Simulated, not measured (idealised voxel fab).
The document below concerns the process module designated voxel released beams.
cross-section cut | 170 nm wide | cells 5 nm
Cross-sections here: square-cell grids, written as top-down lists of bands, a band being one or more rows of cells.
The entry gives the band's vertical extent as a top height and a bottom height in nm, then its horizontal make-up as materials from left to right, each with a width in nm. "air" stands for empty space; a single material marked "throughout" fills the band edge to edge.
Basically, 0 is our baseline, since under it the wafer straight out of the box is all one material. The bottom band has no lower end and keeps on going down, so it looks like "from 0 down".
Per-row width for "30 to 40": begins at first number (top row of band), ends at second number (bottom row), increment between rows held constant.
What does "nothing altered" mean for a step? It means no cell of the cross-section changed in that step.
Basically, "Sealed void inventory" tells you about the enclosed voids: empty spaces with no open way to the top, 8 cells or bigger, each written width x height at distance, where distance is from the left edge, all in nm.
Whatever follows a step's settings on its line is a remark the simulator itself makes about that step.
overlay nm: on a step with a mask, how far right of its planned place the mask lay; negative means left.
### Here's what the planned process steps look like
1: RECEIVE (material Si)
2: CONFORMAL_DEP (material Al2O3; thk nm 5)
3: DIRECTIONAL_DEP (material SiO2; thk nm 10)
4: DIRECTIONAL_DEP (material aC; thk nm 10)
5: PATTERN (tone open; mask id ANCHOR; material resist; width nm 35; thk nm 25; overlay nm 0)
6: DIRECTIONAL_ETCH (etch materials aC; depth nm 10)
7: STRIP (etch materials resist)
8: DIRECTIONAL_ETCH (etch materials SiO2; depth nm 10)
9: STRIP (etch materials aC)
10: CONFORMAL_DEP (material SiN; thk nm 10)
11: DIRECTIONAL_DEP (material aC; thk nm 10)
12: PATTERN (tone cover; mask id BEAM; material resist; width nm 90; thk nm 30; overlay nm 0)
13: DIRECTIONAL_ETCH (etch materials aC; depth nm 10)
14: STRIP (etch materials resist)
15: DIRECTIONAL_ETCH (etch materials SiN; depth nm 10)
16: STRIP (etch materials aC)
17: STRIP (etch materials SiO2)
### Wafer at receipt (post step 1), cross-section
	from 0 down | Si throughout
	Sealed void inventory: none
### a wafer at the end: this start, this plan, one mistake
	from 25 to 15 | air (35), then SiN (90), then air (45)
	from 15 to 0 | Al2O3 throughout
	from 0 down | Si throughout
	Sealed void inventory: none
Diagnosis: off-plan run, step 3, actual operation and settings DIRECTIONAL_DEP (material Al2O3; thk nm 10)
